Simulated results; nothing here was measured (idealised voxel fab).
Process module heading - voxel transistor to metal
Cross-section cut spans 195 nm and uses square cells 5 nm in size.
Heads up, the way a cross-section reads in here is a grid of square cells, handed over as bands from the top down, with every band being one or more rows of cells.
Each band's line starts with the height of the band's top and of its bottom, in nm. Then come its materials from left to right, each with its width in nm. One material with "full width" fills the band from edge to edge. "empty" is empty space.
Measure heights from 0. That's the level where, below it, the as-received wafer is all one material. The lowest band is bottomless and extends downward; write it as in "0 down".
The two numbers in a width such as "30..40" mark its ends across the band: the first belongs to the top row of cells, the second to the bottom row, and from each row to the next the width moves by the same amount.
What does "all unchanged" mean for a step? It means no cell of the cross-section changed in that step.
"Trapped voids" lists enclosed empty spaces (at least 8 cells, no open path upward to the top), each as width x height at distance from the left edge, in nm.
Where a step's line continues beyond its settings, the continuation is a remark by the simulator itself on that step.
overlay nm: on a step with a mask, how far right of its planned place the mask lay; negative means left.

Listed below are the process steps as planned
1,RECEIVE,material Si
2,CONFORMAL_DEP,material SiO2,thk nm 5
3,CONFORMAL_DEP,material SiN,thk nm 10
4,MASKED_ETCH,tone cover,mask id ACTIVE,width nm 125,etch materials SiN,depth nm 10,overlay nm 0
5,MASKED_ETCH,tone cover,mask id ACTIVE,width nm 125,etch materials SiO2,depth nm 5,overlay nm 0
6,MASKED_ETCH,tone cover,mask id ACTIVE,width nm 125,etch materials Si,depth nm 25,overlay nm 0
7,FILL_DEP,material SiO2,thk nm 5
8,CMP,height nm 15
9,SELECTIVE_ETCH,etch materials SiO2,depth nm 10
10,STRIP,etch materials SiN
11,SELECTIVE_ETCH,etch materials SiO2,depth nm 5
12,OXIDIZE,depth nm 5
13,DIRECTIONAL_DEP,material polySi,thk nm 25
14,DIRECTIONAL_DEP,material SiCN,thk nm 10
15,PATTERN,tone cover,mask id GATE,material resist,width nm 25,thk nm 15,overlay nm 0
16,DIRECTIONAL_ETCH,etch materials SiCN,depth nm 20
17,DIRECTIONAL_ETCH,etch materials polySi,depth nm 35
18,STRIP,etch materials resist
19,CONFORMAL_DEP,material SiN,thk nm 10
20,DIRECTIONAL_ETCH,etch materials SiN,depth nm 10
21,DIRECTIONAL_ETCH,etch materials SiO2,depth nm 5
22,DIRECTIONAL_ETCH,etch materials Si,depth nm 5
23,EPI,material SiGe,thk nm 10
24,FILL_DEP,material SiO2,thk nm 10
25,CMP,height nm 35
26,DIRECTIONAL_DEP,material SiO2,thk nm 15
27,DIRECTIONAL_DEP,material aC,thk nm 15
28,PATTERN,tone open,mask id CONTACT,material resist,width nm 35,pitch nm 70,thk nm 30,overlay nm 0
29,DIRECTIONAL_ETCH,etch materials aC,depth nm 15
30,STRIP,etch materials resist
31,DIRECTIONAL_ETCH,etch materials SiO2,depth nm 50
32,STRIP,etch materials aC
33,CONFORMAL_DEP,material TiN,thk nm 5
34,FILL_DEP,material Ru,thk nm 10
35,CMP,height nm 50
36,CONFORMAL_DEP,material SiCN,thk nm 5
37,DIRECTIONAL_DEP,material lowk,thk nm 20
38,MASKED_ETCH,tone open,mask id METAL_1,width nm 20,pitch nm 85,etch materials lowk,depth nm 20,overlay nm 0
39,MASKED_ETCH,tone open,mask id METAL_1,width nm 20,pitch nm 85,etch materials SiCN,depth nm 5,overlay nm 0
40,CONFORMAL_DEP,material TiN,thk nm 5
41,FILL_DEP,material W,thk nm 5
42,CMP,height nm 75
43,CONFORMAL_DEP,material SiCN,thk nm 5
44,DIRECTIONAL_DEP,material SiO2,thk nm 30
45,PATTERN,tone open,mask id METAL_2,material resist,width nm 20,pitch nm 85,thk nm 15,overlay nm 0
46,DIRECTIONAL_ETCH,etch materials SiO2,depth nm 20
47,STRIP,etch materials resist
48,MASKED_ETCH,tone open,mask id METAL_2_HOLES,width nm 15,pitch nm 85,etch materials SiO2,depth nm 10,overlay nm 0
49,MASKED_ETCH,tone open,mask id METAL_2_HOLES,width nm 15,pitch nm 85,etch materials SiCN,depth nm 5,overlay nm 0
50,CONFORMAL_DEP,material TiN,thk nm 5
51,FILL_DEP,material Cu,thk nm 10
52,CMP,height nm 110
53,CONFORMAL_DEP,material SiN,thk nm 5

As received (post step 1): cross-section
> 0 down  Si full width
> Trapped voids: none

Same starting wafer, same plan as above, one mistake in the execution; this is the cross-section at the end of the module
> 115 to 110  SiN full width
> 110 to 95  SiO2 45 nm, TiN 5 nm, Cu 10 nm, TiN 5 nm, SiO2 65 nm, TiN 5 nm, Cu 10 nm, TiN 5 nm, SiO2 45 nm
> 95 to 90  SiO2 45 nm, TiN 5 nm, Cu 5 nm, TiN 10 nm, SiO2 65 nm, TiN 5 nm, Cu 5 nm, TiN 10 nm, SiO2 45 nm
> 90 to 80  SiO2 45 nm, TiN 5 nm, Cu 5 nm, TiN 5 nm, SiO2 70 nm, TiN 5 nm, Cu 5 nm, TiN 5 nm, SiO2 50 nm
> 80 to 75  SiCN 45 nm, TiN 15 nm, SiCN 70 nm, TiN 15 nm, SiCN 50 nm
> 75 to 55  lowk 45 nm, TiN 5 nm, W 10 nm, TiN 5 nm, lowk 65 nm, TiN 5 nm, W 10 nm, TiN 5 nm, lowk 45 nm
> 55 to 50  SiCN 45 nm, TiN 20 nm, SiCN 65 nm, TiN 20 nm, SiCN 45 nm
> 50 to 40  SiO2 45 nm, TiN 5 nm, Ru 25 nm, TiN 5 nm, SiO2 35 nm, TiN 5 nm, Ru 25 nm, TiN 5 nm, SiO2 45 nm
> 40 to 35  SiO2 45 nm, TiN 5 nm, Ru 10 nm, TiN 20 nm, SiO2 35 nm, TiN 5 nm, Ru 25 nm, TiN 5 nm, SiO2 45 nm
> 35 to 25  SiO2 45 nm, TiN 5 nm, Ru 10 nm, TiN 5 nm, SiN 10 nm, SiCN 25 nm, SiN 10 nm, SiO2 5 nm, TiN 5 nm, Ru 25 nm, TiN 5 nm, SiO2 45 nm
> 25 to 10  SiO2 45 nm, TiN 5 nm, Ru 10 nm, TiN 5 nm, SiN 10 nm, polySi 25 nm, SiN 10 nm, SiO2 5 nm, TiN 5 nm, Ru 25 nm, TiN 5 nm, SiO2 45 nm
> 10 to 5  SiO2 45 nm, TiN 20 nm, SiN 10 nm, polySi 25 nm, SiN 10 nm, SiO2 5 nm, TiN 10 nm, Ru 20 nm, TiN 5 nm, SiO2 45 nm
> 5 to 0  SiO2 45 nm, TiN 10 nm, SiGe 10 nm, SiN 10 nm, polySi 25 nm, SiN 10 nm, SiGe 10 nm, TiN 30 nm, SiO2 45 nm
> 0 to -5  SiO2 30 nm, SiGe 35 nm, SiO2 45 nm, SiGe 55 nm, SiO2 30 nm
> -5 to -10  SiO2 35 nm, SiGe 30 nm, Si 45 nm, SiGe 50 nm, SiO2 35 nm
> -10 to -25  SiO2 35 nm, Si 125 nm, SiO2 35 nm
> -25 down  Si full width
> Trapped voids: none
Want to know what went wrong? planned and actual differ for step 15; actual: PATTERN,tone cover,mask id GATE,material resist,width nm 25,thk nm 15,overlay nm -10
